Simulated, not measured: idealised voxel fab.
The following is a process module called voxel tone inversion.
Cross-section cut spans 215 nm and uses square cells 5 nm in size.
Just so we're on the same page, the cross-sections are grids of square cells, and they're listed out in bands top to bottom, each band one or more rows deep. Band entry format. Leading values: height of top, height of bottom, nm. Remainder: materials in left-to-right order, each with its width in nm. Special words: "everywhere" on a single material, which then fills the band edge to edge; "empty", empty space. Heights are measured from 0, the level below which the as-received wafer is all one material; the lowest band has no bottom and continues downward, written as in "0 -> down". You'd read "30 to 40" like this: the band's top row of cells is as wide as the first number, its bottom row is as wide as the second, and going down, every row changes width by the same amount as the row before did. When a step is marked "remains unaltered", none of the cells in the cross-section changed during that step. The entry titled "Enclosed cavities" provides the empty spaces that have no open way to the top, restricted to those of 8 cells or more. Each is presented as width x height at distance, the distance being measured from the left edge, with all three in nm. Read whatever lies past the settings on a step's line as the simulator's own remark about the step. overlay nm: mask offset rightward from planned place, masked step; negative means leftward offset.
**Planned step list for the process**
1) RECEIVE (material Si)
2) CONFORMAL_DEP (material SiCN; thk nm 5)
3) DIRECTIONAL_DEP (material polySi; thk nm 25)
4) PATTERN (tone cover; mask id POSTS; material resist; width nm 20; pitch nm 45; thk nm 35; overlay nm 0)
5) DIRECTIONAL_ETCH (etch materials polySi; depth nm 25)
6) STRIP (etch materials resist)
7) FILL_DEP (material SiO2; thk nm 10)
8) CMP (height nm 30)
9) STRIP (etch materials polySi)
**Delivered wafer in cross-section: state after step 1**
0 -> down | Si everywhere
Enclosed cavities: none
**Module complete, cross-section. Starting point and plan per above. One mistake made in running the module**
20 -> 5 | SiO2 (75) | empty (20) | SiO2 (25) | empty (20) | SiO2 (75)
5 -> 0 | SiCN everywhere
0 -> down | Si everywhere
Enclosed cavities: none
Nonconformance to the process plan: in deviation from the planned setting, step 8 was conducted as CMP (height nm 20)
